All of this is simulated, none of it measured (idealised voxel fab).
You're looking at the process module voxel ribs on slabs.
Cross-section cut spans 170 nm and uses square cells 5 nm in size.
Just so we're on the same page, the cross-sections are grids of square cells, and they're listed out in bands top to bottom, each band one or more rows deep.
Per band: top height and bottom height in nm, followed by the left-to-right materials and their widths in nm; "edge to edge" marks a single material spanning edge to edge, "empty" marks empty space.
It should be noted that heights are counted from 0, beneath which the wafer as supplied is of one material throughout, and that the lowest band possesses no lower boundary but continues downward, as written in "0 nm and below".
The width entry "30..40" should be interpreted row by row: the top row of cells in the band takes the first number, the bottom row takes the second number, and the change between adjacent rows is uniform throughout.
Basically "remained unchanged" means that step didn't change any cell in the cross-section.
This entry, "Voids, enclosed", enumerates those empty regions of no fewer than 8 cells that possess no open connection to the top. Each region is reported in the form width x height at distance, the distance being taken from the left edge, with all three quantities expressed in nm.
Whatever follows a step's settings on its line is a remark the simulator itself makes about that step.
overlay nm: mask right of planned place by this much (step with mask). Neg. = left.
SET OUT BELOW ARE THE PLANNED STEPS OF THE PROCESS
1. RECEIVE, material Si
2. DIRECTIONAL_DEP, material SiO2, thk nm 30
3. DIRECTIONAL_DEP, material polySi, thk nm 15
4. PATTERN, tone cover, mask id RIB, material resist, width nm 25, thk nm 20, overlay nm 0
5. DIRECTIONAL_ETCH, etch materials polySi, depth nm 5
6. STRIP, etch materials resist
7. DIRECTIONAL_DEP, material aC, thk nm 15
8. PATTERN, tone cover, mask id SLAB, material resist, width nm 65, thk nm 35, overlay nm 0
9. DIRECTIONAL_ETCH, etch materials aC, depth nm 15
10. STRIP, etch materials resist
11. DIRECTIONAL_ETCH, etch materials polySi, depth nm 10
12. STRIP, etch materials aC
13. FILL_DEP, material SiO2, thk nm 25
14. CMP, height nm 60
15. DIRECTIONAL_DEP, material W, thk nm 5
16. DIRECTIONAL_DEP, material aC, thk nm 10
17. PATTERN, tone cover, mask id HEATER, material resist, width nm 35, thk nm 30, overlay nm 0
18. DIRECTIONAL_ETCH, etch materials aC, depth nm 10
19. STRIP, etch materials resist
20. DIRECTIONAL_ETCH, etch materials W, depth nm 5
21. STRIP, etch materials aC
22. CONFORMAL_DEP, material SiN, thk nm 5
CROSS-SECTIONAL VIEW OF THE WAFER IN ITS AS-RECEIVED CONDITION, CORRESPONDING TO THE STATE AFTER STEP 1
- 0 nm and below: Si edge to edge
- Voids, enclosed: none
CROSS-SECTION AT MODULE END, ONE RUN ERROR; START AND PLAN UNCHANGED FROM ABOVE
- 70 nm to 65 nm: 60 of empty | 45 of SiN | 65 of empty
- 65 nm to 60 nm: 65 of SiN | 35 of W | 70 of SiN
- 60 nm to 45 nm: SiO2 edge to edge
- 45 nm to 40 nm: 70 of SiO2 | 30 of polySi | 70 of SiO2
- 40 nm to 30 nm: 50 of SiO2 | 65 of polySi | 55 of SiO2
- 30 nm to 0 nm: SiO2 edge to edge
- 0 nm and below: Si edge to edge
- Voids, enclosed: none
In executing the process, a mistake was made relative to the plan: rather than as planned, step 4 actually ran as PATTERN, tone cover, mask id RIB, material resist, width nm 30, thk nm 20, overlay nm 0
